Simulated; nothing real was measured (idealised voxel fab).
Presented below is a process module, voxel ribs on slabs.
Section shown: cut. Width: 280 nm. Cell size: 5 nm, square.
Cross-sections here: square-cell grids, written as top-down lists of bands, a band being one or more rows of cells. A band entry consists of two parts. The first gives the height of the band's top and the height of its bottom, in nm. The rest lists the band's materials from left to right, each with its width in nm. A single material labelled with the word "all across" fills the band from edge to edge, and the word "air" marks empty space. Basically, 0 is our baseline, since under it the wafer straight out of the box is all one material. The bottom band has no lower end and keeps on going down, so it looks like "from 0 down". The width entry "30..40" should be interpreted row by row: the top row of cells in the band takes the first number, the bottom row takes the second number, and the change between adjacent rows is uniform throughout. Step note "remained unchanged" = no cross-section cell changed. In the "Sealed void listing" entry, you get each enclosed empty space of 8 cells or more, one with no open way to the top, written width x height at distance, distance from the left edge, in nm. Past the settings on a step's line: simulator remark, on that step. The setting "overlay nm" may be written on the line of a step. When the step uses a mask, the value reports how far to the right of the planned place the mask lay, and a negative value reports that it lay to the left.

[The process steps that were planned are listed below]
1,RECEIVE: material Si
2,DIRECTIONAL_DEP: material SiO2, thk nm 25
3,DIRECTIONAL_DEP: material SiN, thk nm 25
4,DIRECTIONAL_DEP: material aC, thk nm 15
5,PATTERN: tone cover, mask id RIB, material resist, width nm 30, thk nm 30, overlay nm 0
6,DIRECTIONAL_ETCH: etch materials aC, depth nm 15
7,STRIP: etch materials resist
8,DIRECTIONAL_ETCH: etch materials SiN, depth nm 15
9,STRIP: etch materials aC
10,PATTERN: tone cover, mask id SLAB, material resist, width nm 60, thk nm 20, overlay nm 0
11,DIRECTIONAL_ETCH: etch materials SiN, depth nm 10
12,STRIP: etch materials resist
13,FILL_DEP: material SiO2, thk nm 20
14,CMP: height nm 60
15,DIRECTIONAL_DEP: material TiN, thk nm 5
16,MASKED_ETCH: tone cover, mask id HEATER, width nm 40, etch materials TiN, depth nm 5, overlay nm 0
17,CONFORMAL_DEP: material SiN, thk nm 5

[Wafer, first of two, run as planned]

[Wafer as received: cross-section following step 1]
- from 0 down  Si all across
- Sealed void listing: none

[How the wafer stands in section after step 2]
- from 25 to 0  SiO2 all across
- Under 0: no change, same as before.

[How the wafer stands in section after step 3]
- from 50 to 25  SiN all across
- Under 25: no change, same as before.

[How the wafer stands in section after step 4]
- from 65 to 50  aC all across
- Under 50: no change, same as before.

[How the wafer stands in section after step 5]
- from 95 to 65  air: 125 | resist: 30 | air: 125
- Under 65: no change, same as before.

[How the wafer stands in section after step 6]
- from 80 to 65  air: 125 | resist: 30 | air: 125
- from 65 to 50  air: 125 | aC: 30 | air: 125
- Under 50: no change, same as before.

[How the wafer stands in section after step 7]
- from 65 to 50  air: 125 | aC: 30 | air: 125
- Under 50: no change, same as before.

[How the wafer stands in section after step 8]
- from 65 to 50  air: 125 | aC: 30 | air: 125
- from 50 to 35  air: 125 | SiN: 30 | air: 125
- Under 35: no change, same as before.

[How the wafer stands in section after step 9]
- from 50 to 35  air: 125 | SiN: 30 | air: 125
- Under 35: no change, same as before.

[How the wafer stands in section after step 10]
- from 70 to 50  air: 110 | resist: 60 | air: 110
- from 50 to 35  air: 110 | resist: 15 | SiN: 30 | resist: 15 | air: 110
- Under 35: no change, same as before.

[How the wafer stands in section after step 11]
- from 70 to 50  air: 110 | resist: 60 | air: 110
- from 50 to 35  air: 110 | resist: 15 | SiN: 30 | resist: 15 | air: 110
- from 35 to 25  air: 110 | SiN: 60 | air: 110
- Under 25: no change, same as before.

[How the wafer stands in section after step 12]
- from 50 to 35  air: 125 | SiN: 30 | air: 125
- Under 35: no change, same as before.

[How the wafer stands in section after step 13]
- from 70 to 50  SiO2 all across
- from 50 to 35  SiO2: 125 | SiN: 30 | SiO2: 125
- from 35 to 25  SiO2: 110 | SiN: 60 | SiO2: 110
- Under 25: no change, same as before.

[How the wafer stands in section after step 14]
- from 60 to 50  SiO2 all across
- Under 50: no change, same as before.

[How the wafer stands in section after step 15]
- from 65 to 60  TiN all across
- Under 60: no change, same as before.

[How the wafer stands in section after step 16]
- from 65 to 60  air: 120 | TiN: 40 | air: 120
- Under 60: no change, same as before.

[How the wafer stands in section after step 17]
- from 70 to 65  air: 115 | SiN: 50 | air: 115
- from 65 to 60  SiN: 120 | TiN: 40 | SiN: 120
- Under 60: no change, same as before.

[It is to be noted that the second wafer proceeded from the same initial state and according to the same plan as the first, although one mistake was committed in its execution; through step 4, inclusive, the two wafers share an identical history]

[Second wafer, cut view, end of step 5 per plan]
- from 95 to 65  resist: 125 | air: 30 | resist: 125
- Under 65: no change, same as before.

[Second wafer, cut view, end of step 6 per plan]
- from 80 to 65  resist: 125 | air: 30 | resist: 125
- from 65 to 50  aC: 125 | air: 30 | aC: 125
- Under 50: no change, same as before.

[Second wafer, cut view, end of step 7 per plan]
- from 65 to 50  aC: 125 | air: 30 | aC: 125
- Under 50: no change, same as before.

[Second wafer, cut view, end of step 8 per plan]
- from 65 to 50  aC: 125 | air: 30 | aC: 125
- from 50 to 35  SiN: 125 | air: 30 | SiN: 125
- Under 35: no change, same as before.

[Second wafer, cut view, end of step 9 per plan]
- from 50 to 35  SiN: 125 | air: 30 | SiN: 125
- Under 35: no change, same as before.

[Second wafer, cut view, end of step 10 per plan]
- from 70 to 50  air: 110 | resist: 60 | air: 110
- from 50 to 35  SiN: 125 | resist: 30 | SiN: 125
- Under 35: no change, same as before.

[Second wafer, cut view, end of step 11 per plan]
- from 70 to 50  air: 110 | resist: 60 | air: 110
- from 50 to 40  air: 110 | SiN: 15 | resist: 30 | SiN: 15 | air: 110
- Under 40: no change, same as before.

[Second wafer, cut view, end of step 12 per plan]
- from 50 to 40  air: 110 | SiN: 15 | air: 30 | SiN: 15 | air: 110
- from 40 to 35  SiN: 125 | air: 30 | SiN: 125
- Under 35: no change, same as before.

[Second wafer, cut view, end of step 13 per plan]
- from 70 to 50  SiO2 all across
- from 50 to 40  SiO2: 110 | SiN: 15 | SiO2: 30 | SiN: 15 | SiO2: 110
- from 40 to 35  SiN: 125 | SiO2: 30 | SiN: 125
- Under 35: no change, same as before.

[Second wafer, cut view, end of step 14 per plan]
- from 60 to 50  SiO2 all across
- Under 50: no change, same as before.

[Second wafer, cut view, end of step 15 per plan]
- from 65 to 60  TiN all across
- Under 60: no change, same as before.

[Second wafer, cut view, end of step 16 per plan]
- from 65 to 60  air: 120 | TiN: 40 | air: 120
- Under 60: no change, same as before.

[Second wafer, cut view, end of step 17 per plan]
- from 70 to 65  air: 115 | SiN: 50 | air: 115
- from 65 to 60  SiN: 120 | TiN: 40 | SiN: 120
- Under 60: no change, same as before.
Heads up, the wafer didn't run the way we planned it: step 5 off recipe, ran as PATTERN: tone open, mask id RIB, material resist, width nm 30, thk nm 30, overlay nm 0
End check, counted in cells, second wafer has more or fewer of these materials than the first: SiN +132; SiO2 -132
